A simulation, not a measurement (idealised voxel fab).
Documented hereafter: the process module known as voxel trench capacitor.
The cross-section shown here is cut; it is 230 nm wide and divided into square cells measuring 5 nm on a side.
Square cells in a grid make up a cross-section in this document, and the grid is given as bands, listed from the top down, each one or more rows of cells. First you get the band's top height and its bottom height, in nm, and then the materials it's made of, left to right, with each width in nm. If you see a single material with "full width", that one covers the band edge to edge. "blank" is empty space. Heights are reckoned from 0. Under this level, the received wafer is all of one material. The bottommost band is open-ended downward, for example "0 and below". Width "30->40": first value at the band's top row of cells, second value at its bottom row, equal change from row to row. Key: "all unchanged" - step with no changed cell in the cross-section. Basically, "Enclosed void listing" tells you about the enclosed voids: empty spaces with no open way to the top, 8 cells or bigger, each written width x height at distance, where distance is from the left edge, all in nm. If you see something after the settings on a step's line, that's the simulator's own remark about that step. You can add "overlay nm" to a step's line. For a step with a mask, it describes how far the mask lay to the right of its planned position, and a negative number describes a lay to the left. What follows is a series of pairs. Each pair shows a cross-section before one process step and the cross-section after it, and the after view is drawn only down to the lowest band that changed. Beneath each pair is the step that lies between the two, with its settings. Pairs may come from different runs of this module on the same starting wafer, so a pair continues from the one above it only where its entry headed "Status quo ante" says so.

-- Status quo ante
	5 down to 0 | 20 of SiN  30 of blank  25 of SiN  30 of blank  25 of SiN  30 of blank  25 of SiN  30 of blank  15 of SiN
	0 down to -35 | 20 of Si  30 of blank  25 of Si  30 of blank  25 of Si  30 of blank  25 of Si  30 of blank  15 of Si
	-35 and below | Si full width
	Enclosed void listing: none

-- Post-Step Snapshot
	10 down to 5 | 25 of HfO2  20 of blank  35 of HfO2  20 of blank  35 of HfO2  20 of blank  35 of HfO2  20 of blank  20 of HfO2
	5 down to 0 | 20 of SiN  5 of HfO2  20 of blank  5 of HfO2  25 of SiN  5 of HfO2  20 of blank  5 of HfO2  25 of SiN  5 of HfO2  20 of blank  5 of HfO2  25 of SiN  5 of HfO2  20 of blank  5 of HfO2  15 of SiN
	0 down to -30 | 20 of Si  5 of HfO2  20 of blank  5 of HfO2  25 of Si  5 of HfO2  20 of blank  5 of HfO2  25 of Si  5 of HfO2  20 of blank  5 of HfO2  25 of Si  5 of HfO2  20 of blank  5 of HfO2  15 of Si
	-30 down to -35 | 20 of Si  30 of HfO2  25 of Si  30 of HfO2  25 of Si  30 of HfO2  25 of Si  30 of HfO2  15 of Si
	Nothing below the height -35 has changed.
	Enclosed void listing: none
the step between: CONFORMAL_DEP, material HfO2, thk nm 5

Status quo ante: same picture as after in the pair right above, so we don't repeat it.

-- Post-Step Snapshot
	15 down to 10 | 30 of TiN  10 of blank  45 of TiN  10 of blank  45 of TiN  10 of blank  45 of TiN  10 of blank  25 of TiN
	10 down to 5 | 25 of HfO2  5 of TiN  10 of blank  5 of TiN  35 of HfO2  5 of TiN  10 of blank  5 of TiN  35 of HfO2  5 of TiN  10 of blank  5 of TiN  35 of HfO2  5 of TiN  10 of blank  5 of TiN  20 of HfO2
	5 down to 0 | 20 of SiN  5 of HfO2  5 of TiN  10 of blank  5 of TiN  5 of HfO2  25 of SiN  5 of HfO2  5 of TiN  10 of blank  5 of TiN  5 of HfO2  25 of SiN  5 of HfO2  5 of TiN  10 of blank  5 of TiN  5 of HfO2  25 of SiN  5 of HfO2  5 of TiN  10 of blank  5 of TiN  5 of HfO2  15 of SiN
	0 down to -25 | 20 of Si  5 of HfO2  5 of TiN  10 of blank  5 of TiN  5 of HfO2  25 of Si  5 of HfO2  5 of TiN  10 of blank  5 of TiN  5 of HfO2  25 of Si  5 of HfO2  5 of TiN  10 of blank  5 of TiN  5 of HfO2  25 of Si  5 of HfO2  5 of TiN  10 of blank  5 of TiN  5 of HfO2  15 of Si
	-25 down to -30 | 20 of Si  5 of HfO2  20 of TiN  5 of HfO2  25 of Si  5 of HfO2  20 of TiN  5 of HfO2  25 of Si  5 of HfO2  20 of TiN  5 of HfO2  25 of Si  5 of HfO2  20 of TiN  5 of HfO2  15 of Si
	Nothing below the height -30 has changed.
	Enclosed void listing: none
the step between: CONFORMAL_DEP, material TiN, thk nm 5

Status quo ante: same picture as after in the pair right above, so we don't repeat it.

-- Post-Step Snapshot
	20 down to 15 | W full width
	15 down to 10 | 30 of TiN  10 of W  45 of TiN  10 of W  45 of TiN  10 of W  45 of TiN  10 of W  25 of TiN
	10 down to 5 | 25 of HfO2  5 of TiN  10 of W  5 of TiN  35 of HfO2  5 of TiN  10 of W  5 of TiN  35 of HfO2  5 of TiN  10 of W  5 of TiN  35 of HfO2  5 of TiN  10 of W  5 of TiN  20 of HfO2
	5 down to 0 | 20 of SiN  5 of HfO2  5 of TiN  10 of W  5 of TiN  5 of HfO2  25 of SiN  5 of HfO2  5 of TiN  10 of W  5 of TiN  5 of HfO2  25 of SiN  5 of HfO2  5 of TiN  10 of W  5 of TiN  5 of HfO2  25 of SiN  5 of HfO2  5 of TiN  10 of W  5 of TiN  5 of HfO2  15 of SiN
	0 down to -25 | 20 of Si  5 of HfO2  5 of TiN  10 of W  5 of TiN  5 of HfO2  25 of Si  5 of HfO2  5 of TiN  10 of W  5 of TiN  5 of HfO2  25 of Si  5 of HfO2  5 of TiN  10 of W  5 of TiN  5 of HfO2  25 of Si  5 of HfO2  5 of TiN  10 of W  5 of TiN  5 of HfO2  15 of Si
	Nothing below the height -25 has changed.
	Enclosed void listing: none
the step between: FILL_DEP, material W, thk nm 5

Status quo ante: same picture as after in the pair right above, so we don't repeat it.

-- Post-Step Snapshot
	5 down to 0 | 20 of SiN  5 of HfO2  5 of TiN  10 of W  5 of TiN  5 of HfO2  25 of SiN  5 of HfO2  5 of TiN  10 of W  5 of TiN  5 of HfO2  25 of SiN  5 of HfO2  5 of TiN  10 of W  5 of TiN  5 of HfO2  25 of SiN  5 of HfO2  5 of TiN  10 of W  5 of TiN  5 of HfO2  15 of SiN
	Nothing below the height 0 has changed.
	Enclosed void listing: none
the step between: CMP, height nm 5

-- Status quo ante
	10 down to 5 | 20 of HfO2  20 of blank  35 of HfO2  20 of blank  35 of HfO2  20 of blank  35 of HfO2  20 of blank  25 of HfO2
	5 down to 0 | 15 of SiN  5 of HfO2  20 of blank  5 of HfO2  25 of SiN  5 of HfO2  20 of blank  5 of HfO2  25 of SiN  5 of HfO2  20 of blank  5 of HfO2  25 of SiN  5 of HfO2  20 of blank  5 of HfO2  20 of SiN
	0 down to -30 | 15 of Si  5 of HfO2  20 of blank  5 of HfO2  25 of Si  5 of HfO2  20 of blank  5 of HfO2  25 of Si  5 of HfO2  20 of blank  5 of HfO2  25 of Si  5 of HfO2  20 of blank  5 of HfO2  20 of Si
	-30 down to -35 | 15 of Si  30 of HfO2  25 of Si  30 of HfO2  25 of Si  30 of HfO2  25 of Si  30 of HfO2  20 of Si
	-35 and below | Si full width
	Enclosed void listing: none

-- Post-Step Snapshot
	15 down to 10 | 25 of aC  10 of blank  45 of aC  10 of blank  45 of aC  10 of blank  45 of aC  10 of blank  30 of aC
	10 down to 5 | 20 of HfO2  5 of aC  10 of blank  5 of aC  35 of HfO2  5 of aC  10 of blank  5 of aC  35 of HfO2  5 of aC  10 of blank  5 of aC  35 of HfO2  5 of aC  10 of blank  5 of aC  25 of HfO2
	5 down to 0 | 15 of SiN  5 of HfO2  5 of aC  10 of blank  5 of aC  5 of HfO2  25 of SiN  5 of HfO2  5 of aC  10 of blank  5 of aC  5 of HfO2  25 of SiN  5 of HfO2  5 of aC  10 of blank  5 of aC  5 of HfO2  25 of SiN  5 of HfO2  5 of aC  10 of blank  5 of aC  5 of HfO2  20 of SiN
	0 down to -25 | 15 of Si  5 of HfO2  5 of aC  10 of blank  5 of aC  5 of HfO2  25 of Si  5 of HfO2  5 of aC  10 of blank  5 of aC  5 of HfO2  25 of Si  5 of HfO2  5 of aC  10 of blank  5 of aC  5 of HfO2  25 of Si  5 of HfO2  5 of aC  10 of blank  5 of aC  5 of HfO2  20 of Si
	-25 down to -30 | 15 of Si  5 of HfO2  20 of aC  5 of HfO2  25 of Si  5 of HfO2  20 of aC  5 of HfO2  25 of Si  5 of HfO2  20 of aC  5 of HfO2  25 of Si  5 of HfO2  20 of aC  5 of HfO2  20 of Si
	Nothing below the height -30 has changed.
	Enclosed void listing: none
the step between: CONFORMAL_DEP, material aC, thk nm 5

Status quo ante: same picture as after in the pair right above, so we don't repeat it.

-- Post-Step Snapshot
	20 down to 15 | W full width
	15 down to 10 | 25 of aC  10 of W  45 of aC  10 of W  45 of aC  10 of W  45 of aC  10 of W  30 of aC
	10 down to 5 | 20 of HfO2  5 of aC  10 of W  5 of aC  35 of HfO2  5 of aC  10 of W  5 of aC  35 of HfO2  5 of aC  10 of W  5 of aC  35 of HfO2  5 of aC  10 of W  5 of aC  25 of HfO2
	5 down to 0 | 15 of SiN  5 of HfO2  5 of aC  10 of W  5 of aC  5 of HfO2  25 of SiN  5 of HfO2  5 of aC  10 of W  5 of aC  5 of HfO2  25 of SiN  5 of HfO2  5 of aC  10 of W  5 of aC  5 of HfO2  25 of SiN  5 of HfO2  5 of aC  10 of W  5 of aC  5 of HfO2  20 of SiN
	0 down to -25 | 15 of Si  5 of HfO2  5 of aC  10 of W  5 of aC  5 of HfO2  25 of Si  5 of HfO2  5 of aC  10 of W  5 of aC  5 of HfO2  25 of Si  5 of HfO2  5 of aC  10 of W  5 of aC  5 of HfO2  25 of Si  5 of HfO2  5 of aC  10 of W  5 of aC  5 of HfO2  20 of Si
	Nothing below the height -25 has changed.
	Enclosed void listing: none
the step between: FILL_DEP, material W, thk nm 5

Status quo ante: same picture as after in the pair right above, so we don't repeat it.

-- Post-Step Snapshot
	5 down to 0 | 15 of SiN  5 of HfO2  5 of aC  10 of W  5 of aC  5 of HfO2  25 of SiN  5 of HfO2  5 of aC  10 of W  5 of aC  5 of HfO2  25 of SiN  5 of HfO2  5 of aC  10 of W  5 of aC  5 of HfO2  25 of SiN  5 of HfO2  5 of aC  10 of W  5 of aC  5 of HfO2  20 of SiN
	Nothing below the height 0 has changed.
	Enclosed void listing: none
the step between: CMP, height nm 5

-- Status quo ante
	20 down to 5 | aC full width
	5 down to 0 | SiN full width
	0 and below | Si full width
	Enclosed void listing: none

-- Post-Step Snapshot
	55 down to 20 | 15 of blank  30 of resist  25 of blank  30 of resist  25 of blank  30 of resist  25 of blank  30 of resist  20 of blank
	Nothing below the height 20 has changed.
	Enclosed void listing: none
the step between: PATTERN, tone cover, mask id TRENCH, material resist, width nm 30, pitch nm 55, thk nm 35, overlay nm 0

Status quo ante: same picture as after in the pair right above, so we don't repeat it.

-- Post-Step Snapshot
	40 down to 20 | 15 of blank  30 of resist  25 of blank  30 of resist  25 of blank  30 of resist  25 of blank  30 of resist  20 of blank
	20 down to 5 | 15 of blank  30 of aC  25 of blank  30 of aC  25 of blank  30 of aC  25 of blank  30 of aC  20 of blank
	Nothing below the height 5 has changed.
	Enclosed void listing: none
the step between: DIRECTIONAL_ETCH, etch materials aC, depth nm 15

Status quo ante: same picture as after in the pair right above, so we don't repeat it.

-- Post-Step Snapshot
	20 down to 5 | 15 of blank  30 of aC  25 of blank  30 of aC  25 of blank  30 of aC  25 of blank  30 of aC  20 of blank
	Nothing below the height 5 has changed.
	Enclosed void listing: none
the step between: STRIP, etch materials resist

Status quo ante: same picture as after in the pair right above, so we don't repeat it.

-- Post-Step Snapshot
	20 down to 5 | 15 of blank  30 of aC  25 of blank  30 of aC  25 of blank  30 of aC  25 of blank  30 of aC  20 of blank
	5 down to 0 | 15 of blank  30 of SiN  25 of blank  30 of SiN  25 of blank  30 of SiN  25 of blank  30 of SiN  20 of blank
	Nothing below the height 0 has changed.
	Enclosed void listing: none
the step between: DIRECTIONAL_ETCH, etch materials SiN, depth nm 5

Status quo ante: same picture as after in the pair right above, so we don't repeat it.

-- Post-Step Snapshot
	20 down to 5 | 15 of blank  30 of aC  25 of blank  30 of aC  25 of blank  30 of aC  25 of blank  30 of aC  20 of blank
	5 down to 0 | 15 of blank  30 of SiN  25 of blank  30 of SiN  25 of blank  30 of SiN  25 of blank  30 of SiN  20 of blank
	0 down to -35 | 15 of blank  30 of Si  25 of blank  30 of Si  25 of blank  30 of Si  25 of blank  30 of Si  20 of blank
	Nothing below the height -35 has changed.
	Enclosed void listing: none
the step between: DIRECTIONAL_ETCH, etch materials Si, depth nm 35

Status quo ante: same picture as after in the pair right above, so we don't repeat it.

-- Post-Step Snapshot
	5 down to 0 | 15 of blank  30 of SiN  25 of blank  30 of SiN  25 of blank  30 of SiN  25 of blank  30 of SiN  20 of blank
	Nothing below the height 0 has changed.
	Enclosed void listing: none
the step between: STRIP, etch materials aC

Status quo ante: same picture as after in the pair right above, so we don't repeat it.

-- Post-Step Snapshot
	10 down to 5 | 10 of blank  40 of HfO2  15 of blank  40 of HfO2  15 of blank  40 of HfO2  15 of blank  40 of HfO2  15 of blank
	5 down to 0 | 10 of blank  5 of HfO2  30 of SiN  5 of HfO2  15 of blank  5 of HfO2  30 of SiN  5 of HfO2  15 of blank  5 of HfO2  30 of SiN  5 of HfO2  15 of blank  5 of HfO2  30 of SiN  5 of HfO2  15 of blank
	0 down to -30 | 10 of blank  5 of HfO2  30 of Si  5 of HfO2  15 of blank  5 of HfO2  30 of Si  5 of HfO2  15 of blank  5 of HfO2  30 of Si  5 of HfO2  15 of blank  5 of HfO2  30 of Si  5 of HfO2  15 of blank
	-30 down to -35 | 15 of HfO2  30 of Si  25 of HfO2  30 of Si  25 of HfO2  30 of Si  25 of HfO2  30 of Si  20 of HfO2
	Nothing below the height -35 has changed.
	Enclosed void listing: none
the step between: CONFORMAL_DEP, material HfO2, thk nm 5

Status quo ante: same picture as after in the pair right above, so we don't repeat it.

-- Post-Step Snapshot
	15 down to 10 | 5 of blank  50 of TiN  5 of blank  50 of TiN  5 of blank  50 of TiN  5 of blank  50 of TiN  10 of blank
	10 down to 5 | 5 of blank  5 of TiN  40 of HfO2  5 of TiN  5 of blank  5 of TiN  40 of HfO2  5 of TiN  5 of blank  5 of TiN  40 of HfO2  5 of TiN  5 of blank  5 of TiN  40 of HfO2  5 of TiN  10 of blank
	5 down to 0 | 5 of blank  5 of TiN  5 of HfO2  30 of SiN  5 of HfO2  5 of TiN  5 of blank  5 of TiN  5 of HfO2  30 of SiN  5 of HfO2  5 of TiN  5 of blank  5 of TiN  5 of HfO2  30 of SiN  5 of HfO2  5 of TiN  5 of blank  5 of TiN  5 of HfO2  30 of SiN  5 of HfO2  5 of TiN  10 of blank
	0 down to -25 | 5 of blank  5 of TiN  5 of HfO2  30 of Si  5 of HfO2  5 of TiN  5 of blank  5 of TiN  5 of HfO2  30 of Si  5 of HfO2  5 of TiN  5 of blank  5 of TiN  5 of HfO2  30 of Si  5 of HfO2  5 of TiN  5 of blank  5 of TiN  5 of HfO2  30 of Si  5 of HfO2  5 of TiN  10 of blank
	-25 down to -30 | 10 of TiN  5 of HfO2  30 of Si  5 of HfO2  15 of TiN  5 of HfO2  30 of Si  5 of HfO2  15 of TiN  5 of HfO2  30 of Si  5 of HfO2  15 of TiN  5 of HfO2  30 of Si  5 of HfO2  15 of TiN
	Nothing below the height -30 has changed.
	Enclosed void listing: none
the step between: CONFORMAL_DEP, material TiN, thk nm 5

Status quo ante: same picture as after in the pair right above, so we don't repeat it.

-- Post-Step Snapshot
	20 down to 15 | W full width
	15 down to 10 | 5 of W  50 of TiN  5 of W  50 of TiN  5 of W  50 of TiN  5 of W  50 of TiN  10 of W
	10 down to 5 | 5 of W  5 of TiN  40 of HfO2  5 of TiN  5 of W  5 of TiN  40 of HfO2  5 of TiN  5 of W  5 of TiN  40 of HfO2  5 of TiN  5 of W  5 of TiN  40 of HfO2  5 of TiN  10 of W
	5 down to 0 | 5 of W  5 of TiN  5 of HfO2  30 of SiN  5 of HfO2  5 of TiN  5 of W  5 of TiN  5 of HfO2  30 of SiN  5 of HfO2  5 of TiN  5 of W  5 of TiN  5 of HfO2  30 of SiN  5 of HfO2  5 of TiN  5 of W  5 of TiN  5 of HfO2  30 of SiN  5 of HfO2  5 of TiN  10 of W
	0 down to -25 | 5 of W  5 of TiN  5 of HfO2  30 of Si  5 of HfO2  5 of TiN  5 of W  5 of TiN  5 of HfO2  30 of Si  5 of HfO2  5 of TiN  5 of W  5 of TiN  5 of HfO2  30 of Si  5 of HfO2  5 of TiN  5 of W  5 of TiN  5 of HfO2  30 of Si  5 of HfO2  5 of TiN  10 of W
	Nothing below the height -25 has changed.
	Enclosed void listing: none
the step between: FILL_DEP, material W, thk nm 5

Status quo ante: same picture as after in the pair right above, so we don't repeat it.

-- Post-Step Snapshot
	5 down to 0 | 5 of W  5 of TiN  5 of HfO2  30 of SiN  5 of HfO2  5 of TiN  5 of W  5 of TiN  5 of HfO2  30 of SiN  5 of HfO2  5 of TiN  5 of W  5 of TiN  5 of HfO2  30 of SiN  5 of HfO2  5 of TiN  5 of W  5 of TiN  5 of HfO2  30 of SiN  5 of HfO2  5 of TiN  10 of W
	Nothing below the height 0 has changed.
	Enclosed void listing: none
the step between: CMP, height nm 5
